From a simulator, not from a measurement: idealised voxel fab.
Proc. module: voxel air gaps
In the cross-section labelled cut, the width is 285 nm and each square cell is 5 nm.
Just so we're on the same page, the cross-sections are grids of square cells, and they're listed out in bands top to bottom, each band one or more rows deep.
Basically the band line says how high the top is and how high the bottom is, in nm, and then what's in it from left to right, every material with its width in nm. Empty space shows up as "empty", and if a single material carries "edge to edge" it runs the full band edge to edge.
Basically, 0 is our baseline, since under it the wafer straight out of the box is all one material. The bottom band has no lower end and keeps on going down, so it looks like "from 0 down".
Top row gets the first number, bottom row gets the second, and each row in between changes by the same step: that is how a band width like "30->40" works.
Where a step carries "no modifications", the cross-section came out of it unchanged, cell for cell.
Closed empty spaces: empty space of 8 cells or more with no open way to the top, each as width x height at its distance from the left edge, in nm
What comes after the settings on a step's line is commentary from the simulator itself on that step.
For masked steps, "overlay nm" on the step line gives how far right of plan the mask actually lay; a minus sign means it lay to the left.
-- Process steps - plan
step 1: RECEIVE,material Si
step 2: CONFORMAL_DEP,material SiO2,thk nm 10
step 3: CONFORMAL_DEP,material SiN,thk nm 5
step 4: DIRECTIONAL_DEP,material lowk,thk nm 30
step 5: MASKED_ETCH,tone open,mask id LINES,width nm 25,pitch nm 50,etch materials lowk,depth nm 30,overlay nm 0
step 6: CONFORMAL_DEP,material TiN,thk nm 5
step 7: FILL_DEP,material Ru,thk nm 5
step 8: CMP,height nm 45
step 9: EPI,material Ru,thk nm 10
step 10: SELECTIVE_ETCH,etch materials lowk,depth nm 40
step 11: CONFORMAL_DEP,material SiCN,thk nm 5
-- The cross-section here shows the wafer as received, i.e. in its state after step 1
    from 0 down | Si edge to edge
    Closed empty spaces: none
-- Module complete - cross-section of the first of two wafers, run according to plan
    from 60 to 55 | empty 65, SiCN 155, empty 65
    from 55 to 45 | empty 65, SiCN 5, Ru 45, SiCN 5, Ru 45, SiCN 5, Ru 45, SiCN 5, empty 65
    from 45 to 40 | empty 65, SiCN 15, TiN 5, Ru 15, TiN 5, SiCN 25, TiN 5, Ru 15, TiN 5, SiCN 25, TiN 5, Ru 15, TiN 5, SiCN 15, empty 65
    from 40 to 20 | empty 75, SiCN 5, TiN 5, Ru 15, TiN 5, SiCN 5, empty 15, SiCN 5, TiN 5, Ru 15, TiN 5, SiCN 5, empty 15, SiCN 5, TiN 5, Ru 15, TiN 5, SiCN 5, empty 75
    from 20 to 15 | SiCN 80, TiN 25, SiCN 25, TiN 25, SiCN 25, TiN 25, SiCN 80
    from 15 to 10 | SiN edge to edge
    from 10 to 0 | SiO2 edge to edge
    from 0 down | Si edge to edge
    Closed empty spaces: 15 x 20 at 110; 15 x 20 at 160
-- Cross-section at end of module for the second wafer of two, which matched the first in starting point and plan and differed by one mistake in its processing
    from 60 to 55 | empty 65, SiCN 155, empty 65
    from 55 to 45 | empty 65, SiCN 5, Ru 45, SiCN 5, Ru 45, SiCN 5, Ru 45, SiCN 5, empty 65
    from 45 to 40 | empty 65, SiCN 15, TiN 5, Ru 15, TiN 5, SiCN 25, TiN 5, Ru 15, TiN 5, SiCN 25, TiN 5, Ru 15, TiN 5, SiCN 15, empty 65
    from 40 to 30 | empty 75, SiCN 5, TiN 5, Ru 15, TiN 5, SiCN 5, empty 15, SiCN 5, TiN 5, Ru 15, TiN 5, SiCN 5, empty 15, SiCN 5, TiN 5, Ru 15, TiN 5, SiCN 5, empty 75
    from 30 to 25 | SiCN 80, TiN 25, SiCN 25, TiN 25, SiCN 25, TiN 25, SiCN 80
    from 25 to 10 | SiN edge to edge
    from 10 to 0 | SiO2 edge to edge
    from 0 down | Si edge to edge
    Closed empty spaces: none
Deviation from plan: step 3 was processed under conditions differing from the plan, specifically as CONFORMAL_DEP,material SiN,thk nm 15
Count the cells at the end and the second wafer has more or fewer of some materials than the first: 18 fewer of Ru, 12 fewer of SiCN, 114 more of SiN, 12 fewer of TiN
closed voids at the end (first wafer, second wafer): 2, 0
